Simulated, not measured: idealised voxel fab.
The following process module bears the name voxel self aligned contacts.
240 nm wide, 5 nm square cells: that's cross-section cut.
Cross-section, as written here: a square-cell grid given band by band from the top down, where a band holds one or more rows of cells.
The entry gives the band's vertical extent as a top height and a bottom height in nm, then its horizontal make-up as materials from left to right, each with a width in nm. "empty" stands for empty space; a single material marked "full width" fills the band edge to edge.
The reference from which all heights are counted is 0, the level beneath which the as-received wafer is entirely one material; the lowest band, having no lower bound, proceeds downward and is written after the example "top 0, no bottom".
Width "30->40": first value at the band's top row of cells, second value at its bottom row, equal change from row to row.
"nothing changed" (step): cross-section cells unchanged, all of them.
You'll see "Closed void register" listing empty spaces that have no way open to the top, as long as they're 8 cells or more; the notation is width x height at distance, where the distance is from the left edge, and all of it is in nm.
If you see something after the settings on a step's line, that's the simulator's own remark about that step.
The optional step-line setting "overlay nm" applies to steps with a mask and quantifies how far to the right of its planned location the mask lay, a negative value indicating leftward placement.

-- Set out below are the planned steps of the process
step 1: RECEIVE with material Si
step 2: OXIDIZE with depth nm 5
step 3: DIRECTIONAL_DEP with material polySi, thk nm 20
step 4: DIRECTIONAL_DEP with material SiN, thk nm 20
step 5: PATTERN with tone cover, mask id GATE, material resist, width nm 35, pitch nm 75, thk nm 20, overlay nm 0
step 6: DIRECTIONAL_ETCH with etch materials SiN, depth nm 20
step 7: DIRECTIONAL_ETCH with etch materials polySi, depth nm 20
step 8: STRIP with etch materials resist
step 9: CONFORMAL_DEP with material SiN, thk nm 10
step 10: DIRECTIONAL_ETCH with etch materials SiN, depth nm 10
step 11: FILL_DEP with material SiO2, thk nm 15
step 12: CMP with height nm 45
step 13: MASKED_ETCH with tone open, mask id CONTACT, width nm 50, pitch nm 75, etch materials SiO2, depth nm 50, overlay nm 0
step 14: CONFORMAL_DEP with material TiN, thk nm 5
step 15: FILL_DEP with material W, thk nm 5
step 16: CMP with height nm 45
step 17: CONFORMAL_DEP with material SiN, thk nm 5

-- First of the two wafers, run per plan

-- Step 1 complete: cross-section of the wafer as received
  top 0, no bottom: Si full width
  Closed void register: none

-- Presented here is a cross-section of the wafer after step 2 has been performed
  top 0, bottom -5: SiO2 full width
  No changes below -5.

-- Presented here is a cross-section of the wafer after step 3 has been performed
  top 20, bottom 0: polySi full width
  No changes below 0.

-- Presented here is a cross-section of the wafer after step 4 has been performed
  top 40, bottom 20: SiN full width
  No changes below 20.

-- Presented here is a cross-section of the wafer after step 5 has been performed
  top 60, bottom 40: 25 empty, then 35 resist, then 40 empty, then 35 resist, then 40 empty, then 35 resist, then 30 empty
  No changes below 40.

-- Presented here is a cross-section of the wafer after step 6 has been performed
  top 60, bottom 40: 25 empty, then 35 resist, then 40 empty, then 35 resist, then 40 empty, then 35 resist, then 30 empty
  top 40, bottom 20: 25 empty, then 35 SiN, then 40 empty, then 35 SiN, then 40 empty, then 35 SiN, then 30 empty
  No changes below 20.

-- Presented here is a cross-section of the wafer after step 7 has been performed
  top 60, bottom 40: 25 empty, then 35 resist, then 40 empty, then 35 resist, then 40 empty, then 35 resist, then 30 empty
  top 40, bottom 20: 25 empty, then 35 SiN, then 40 empty, then 35 SiN, then 40 empty, then 35 SiN, then 30 empty
  top 20, bottom 0: 25 empty, then 35 polySi, then 40 empty, then 35 polySi, then 40 empty, then 35 polySi, then 30 empty
  No changes below 0.

-- Presented here is a cross-section of the wafer after step 8 has been performed
  top 40, bottom 20: 25 empty, then 35 SiN, then 40 empty, then 35 SiN, then 40 empty, then 35 SiN, then 30 empty
  No changes below 20.

-- Presented here is a cross-section of the wafer after step 9 has been performed
  top 50, bottom 20: 15 empty, then 55 SiN, then 20 empty, then 55 SiN, then 20 empty, then 55 SiN, then 20 empty
  top 20, bottom 10: 15 empty, then 10 SiN, then 35 polySi, then 10 SiN, then 20 empty, then 10 SiN, then 35 polySi, then 10 SiN, then 20 empty, then 10 SiN, then 35 polySi, then 10 SiN, then 20 empty
  top 10, bottom 0: 25 SiN, then 35 polySi, then 40 SiN, then 35 polySi, then 40 SiN, then 35 polySi, then 30 SiN
  No changes below 0.

-- Presented here is a cross-section of the wafer after step 10 has been performed
  top 40, bottom 20: 15 empty, then 55 SiN, then 20 empty, then 55 SiN, then 20 empty, then 55 SiN, then 20 empty
  top 20, bottom 0: 15 empty, then 10 SiN, then 35 polySi, then 10 SiN, then 20 empty, then 10 SiN, then 35 polySi, then 10 SiN, then 20 empty, then 10 SiN, then 35 polySi, then 10 SiN, then 20 empty
  No changes below 0.

-- Presented here is a cross-section of the wafer after step 11 has been performed
  top 55, bottom 40: SiO2 full width
  top 40, bottom 20: 15 SiO2, then 55 SiN, then 20 SiO2, then 55 SiN, then 20 SiO2, then 55 SiN, then 20 SiO2
  top 20, bottom 0: 15 SiO2, then 10 SiN, then 35 polySi, then 10 SiN, then 20 SiO2, then 10 SiN, then 35 polySi, then 10 SiN, then 20 SiO2, then 10 SiN, then 35 polySi, then 10 SiN, then 20 SiO2
  No changes below 0.

-- Presented here is a cross-section of the wafer after step 12 has been performed
  top 45, bottom 40: SiO2 full width
  No changes below 40.

-- Presented here is a cross-section of the wafer after step 13 has been performed
  top 45, bottom 40: 55 SiO2, then 50 empty, then 25 SiO2, then 50 empty, then 60 SiO2
  top 40, bottom 20: 15 SiO2, then 55 SiN, then 20 empty, then 55 SiN, then 20 empty, then 55 SiN, then 20 SiO2
  top 20, bottom 0: 15 SiO2, then 10 SiN, then 35 polySi, then 10 SiN, then 20 empty, then 10 SiN, then 35 polySi, then 10 SiN, then 20 empty, then 10 SiN, then 35 polySi, then 10 SiN, then 20 SiO2
  top 0, bottom -5: 70 SiO2, then 20 empty, then 55 SiO2, then 20 empty, then 75 SiO2
  No changes below -5.

-- Presented here is a cross-section of the wafer after step 14 has been performed
  top 50, bottom 45: 60 TiN, then 40 empty, then 35 TiN, then 40 empty, then 65 TiN
  top 45, bottom 40: 55 SiO2, then 20 TiN, then 10 empty, then 20 TiN, then 25 SiO2, then 20 TiN, then 10 empty, then 20 TiN, then 60 SiO2
  top 40, bottom 20: 15 SiO2, then 55 SiN, then 5 TiN, then 10 empty, then 5 TiN, then 55 SiN, then 5 TiN, then 10 empty, then 5 TiN, then 55 SiN, then 20 SiO2
  top 20, bottom 0: 15 SiO2, then 10 SiN, then 35 polySi, then 10 SiN, then 5 TiN, then 10 empty, then 5 TiN, then 10 SiN, then 35 polySi, then 10 SiN, then 5 TiN, then 10 empty, then 5 TiN, then 10 SiN, then 35 polySi, then 10 SiN, then 20 SiO2
  top 0, bottom -5: 70 SiO2, then 20 TiN, then 55 SiO2, then 20 TiN, then 75 SiO2
  No changes below -5.

-- Presented here is a cross-section of the wafer after step 15 has been performed
  top 55, bottom 50: W full width
  top 50, bottom 45: 60 TiN, then 40 W, then 35 TiN, then 40 W, then 65 TiN
  top 45, bottom 40: 55 SiO2, then 20 TiN, then 10 W, then 20 TiN, then 25 SiO2, then 20 TiN, then 10 W, then 20 TiN, then 60 SiO2
  top 40, bottom 20: 15 SiO2, then 55 SiN, then 5 TiN, then 10 W, then 5 TiN, then 55 SiN, then 5 TiN, then 10 W, then 5 TiN, then 55 SiN, then 20 SiO2
  top 20, bottom 0: 15 SiO2, then 10 SiN, then 35 polySi, then 10 SiN, then 5 TiN, then 10 W, then 5 TiN, then 10 SiN, then 35 polySi, then 10 SiN, then 5 TiN, then 10 W, then 5 TiN, then 10 SiN, then 35 polySi, then 10 SiN, then 20 SiO2
  No changes below 0.

-- Presented here is a cross-section of the wafer after step 16 has been performed
  top 45, bottom 40: 55 SiO2, then 20 TiN, then 10 W, then 20 TiN, then 25 SiO2, then 20 TiN, then 10 W, then 20 TiN, then 60 SiO2
  No changes below 40.

-- Presented here is a cross-section of the wafer after step 17 has been performed
  top 50, bottom 45: SiN full width
  No changes below 45.

-- Wafer two of the pair: same origin, same plan, one error during the run; identical to wafer one up to and including step 3

-- At the planned end of step 4, the second wafer in cross-section
  top 60, bottom 20: SiN full width
  No changes below 20.

-- At the planned end of step 5, the second wafer in cross-section
  top 80, bottom 60: 25 empty, then 35 resist, then 40 empty, then 35 resist, then 40 empty, then 35 resist, then 30 empty
  No changes below 60.

-- At the planned end of step 6, the second wafer in cross-section
  top 80, bottom 60: 25 empty, then 35 resist, then 40 empty, then 35 resist, then 40 empty, then 35 resist, then 30 empty
  top 60, bottom 40: 25 empty, then 35 SiN, then 40 empty, then 35 SiN, then 40 empty, then 35 SiN, then 30 empty
  No changes below 40.

At the planned end of step 7, the second wafer in cross-section: nothing changed

-- At the planned end of step 8, the second wafer in cross-section
  top 60, bottom 40: 25 empty, then 35 SiN, then 40 empty, then 35 SiN, then 40 empty, then 35 SiN, then 30 empty
  No changes below 40.

-- At the planned end of step 9, the second wafer in cross-section
  top 70, bottom 50: 15 empty, then 55 SiN, then 20 empty, then 55 SiN, then 20 empty, then 55 SiN, then 20 empty
  top 50, bottom 20: SiN full width
  No changes below 20.

-- At the planned end of step 10, the second wafer in cross-section
  top 60, bottom 40: 15 empty, then 55 SiN, then 20 empty, then 55 SiN, then 20 empty, then 55 SiN, then 20 empty
  No changes below 40.

-- At the planned end of step 11, the second wafer in cross-section
  top 75, bottom 60: SiO2 full width
  top 60, bottom 40: 15 SiO2, then 55 SiN, then 20 SiO2, then 55 SiN, then 20 SiO2, then 55 SiN, then 20 SiO2
  No changes below 40.

-- At the planned end of step 12, the second wafer in cross-section
  top 45, bottom 40: 15 SiO2, then 55 SiN, then 20 SiO2, then 55 SiN, then 20 SiO2, then 55 SiN, then 20 SiO2
  No changes below 40.

-- At the planned end of step 13, the second wafer in cross-section
  top 45, bottom 40: 15 SiO2, then 55 SiN, then 20 empty, then 55 SiN, then 20 empty, then 55 SiN, then 20 SiO2
  No changes below 40.

-- At the planned end of step 14, the second wafer in cross-section
  top 50, bottom 45: 75 TiN, then 10 empty, then 65 TiN, then 10 empty, then 80 TiN
  top 45, bottom 40: 15 SiO2, then 55 SiN, then 20 TiN, then 55 SiN, then 20 TiN, then 55 SiN, then 20 SiO2
  No changes below 40.

-- At the planned end of step 15, the second wafer in cross-section
  top 55, bottom 50: W full width
  top 50, bottom 45: 75 TiN, then 10 W, then 65 TiN, then 10 W, then 80 TiN
  No changes below 45.

-- At the planned end of step 16, the second wafer in cross-section
  top 45, bottom 40: 15 SiO2, then 55 SiN, then 20 TiN, then 55 SiN, then 20 TiN, then 55 SiN, then 20 SiO2
  No changes below 40.

-- At the planned end of step 17, the second wafer in cross-section
  top 50, bottom 45: SiN full width
  No changes below 45.
Finding, execution versus plan: step 4, plan: ran twice
End of process, cell counts, second wafer against first, materials with more or fewer: +45 SiN, -69 SiO2, -48 TiN, -36 W, +108 polySi
